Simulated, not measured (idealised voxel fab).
Process module name: voxel self aligned vias
Square cell edge 5 nm, section width 275 nm, ID cut.
A cross-section is written here as square cells arranged in a grid, and it is given in bands from the top down, each band taking up one or more rows of cells.
Top height, bottom height, nm. Materials left to right, width each, nm. Single material + "full width" = fills band edge to edge. "air" = empty.
Heights are reckoned from 0. Under this level, the received wafer is all of one material. The bottommost band is open-ended downward, for example "top 0, no bottom".
Per-row width for "30 to 40": begins at first number (top row of band), ends at second number (bottom row), increment between rows held constant.
"all unchanged", as given for a step, is the statement that not any cell of the cross-section underwent a change during that step.
For the entry "Enclosed voids", the listed items are empty spaces with no open way to the top whose size is 8 cells or more; each item follows the pattern width x height at distance, where distance is from the left edge and all three are in nm.
That trailing text on a step's line, after the settings, is the simulator's own remark on the step.
overlay nm: step with mask; distance mask lay right of planned place; negative value = left of planned place.

[Here's what the planned process steps look like]
- 1: RECEIVE | material Si
- 2: CONFORMAL_DEP | material SiO2 | thk nm 15
- 3: CONFORMAL_DEP | material SiCN | thk nm 5
- 4: DIRECTIONAL_DEP | material SiO2 | thk nm 25
- 5: PATTERN | tone open | mask id LINES | material resist | width nm 25 | pitch nm 75 | thk nm 15 | overlay nm 0
- 6: DIRECTIONAL_ETCH | etch materials SiO2 | depth nm 25
- 7: STRIP | etch materials resist
- 8: CONFORMAL_DEP | material TiN | thk nm 5
- 9: FILL_DEP | material Ru | thk nm 10
- 10: CMP | height nm 45
- 11: SELECTIVE_ETCH | etch materials W Ru TiN | depth nm 10
- 12: FILL_DEP | material SiN | thk nm 5
- 13: CMP | height nm 45
- 14: DIRECTIONAL_DEP | material SiO2 | thk nm 15
- 15: PATTERN | tone open | mask id VIAS | material resist | width nm 45 | pitch nm 150 | thk nm 20 | overlay nm 0
- 16: DIRECTIONAL_ETCH | etch materials SiO2 | depth nm 15
- 17: DIRECTIONAL_ETCH | etch materials SiN | depth nm 10
- 18: STRIP | etch materials resist
- 19: CONFORMAL_DEP | material TiN | thk nm 5
- 20: FILL_DEP | material W | thk nm 5
- 21: CMP | height nm 60
- 22: CONFORMAL_DEP | material SiN | thk nm 5

[As-received state of the wafer in cross-section, equivalent to post-step 1]
	top 0, no bottom | Si full width
	Enclosed voids: none

[End-of-module XS, first of two wafers, run as planned]
	top 65, bottom 60 | SiN full width
	top 60, bottom 50 | SiO2=40; TiN=5; W=35; TiN=5; SiO2=105; TiN=5; W=35; TiN=5; SiO2=40
	top 50, bottom 45 | SiO2=40; TiN=15; W=15; TiN=15; SiO2=105; TiN=15; W=15; TiN=15; SiO2=40
	top 45, bottom 40 | SiO2=50; TiN=5; W=15; TiN=5; SiO2=50; SiN=25; SiO2=50; TiN=5; W=15; TiN=5; SiO2=50
	top 40, bottom 35 | SiO2=50; TiN=25; SiO2=50; SiN=25; SiO2=50; TiN=25; SiO2=50
	top 35, bottom 25 | SiO2=50; TiN=5; Ru=15; TiN=5; SiO2=50; TiN=5; Ru=15; TiN=5; SiO2=50; TiN=5; Ru=15; TiN=5; SiO2=50
	top 25, bottom 20 | SiO2=50; TiN=25; SiO2=50; TiN=25; SiO2=50; TiN=25; SiO2=50
	top 20, bottom 15 | SiCN full width
	top 15, bottom 0 | SiO2 full width
	top 0, no bottom | Si full width
	Enclosed voids: none

[second wafer at the end: like start, like plan, one mistake]
	top 65, bottom 60 | SiN full width
	top 60, bottom 45 | SiO2=40; TiN=5; W=35; TiN=5; SiO2=105; TiN=5; W=35; TiN=5; SiO2=40
	top 45, bottom 40 | SiO2=40; TiN=15; W=15; TiN=15; SiO2=40; SiN=25; SiO2=40; TiN=15; W=15; TiN=15; SiO2=40
	top 40, bottom 35 | SiO2=50; TiN=25; SiO2=50; SiN=25; SiO2=50; TiN=25; SiO2=50
	top 35, bottom 25 | SiO2=50; TiN=5; Ru=15; TiN=5; SiO2=50; TiN=5; Ru=15; TiN=5; SiO2=50; TiN=5; Ru=15; TiN=5; SiO2=50
	top 25, bottom 20 | SiO2=50; TiN=25; SiO2=50; TiN=25; SiO2=50; TiN=25; SiO2=50
	top 20, bottom 15 | SiCN full width
	top 15, bottom 0 | SiO2 full width
	top 0, no bottom | Si full width
	Enclosed voids: none
what went wrong: step 16 ran with different settings than intended, the actual operation and settings being DIRECTIONAL_ETCH | etch materials SiO2 | depth nm 20
Cell-count delta at end, second wafer over first, by material: 8 fewer of SiO2, 8 more of W
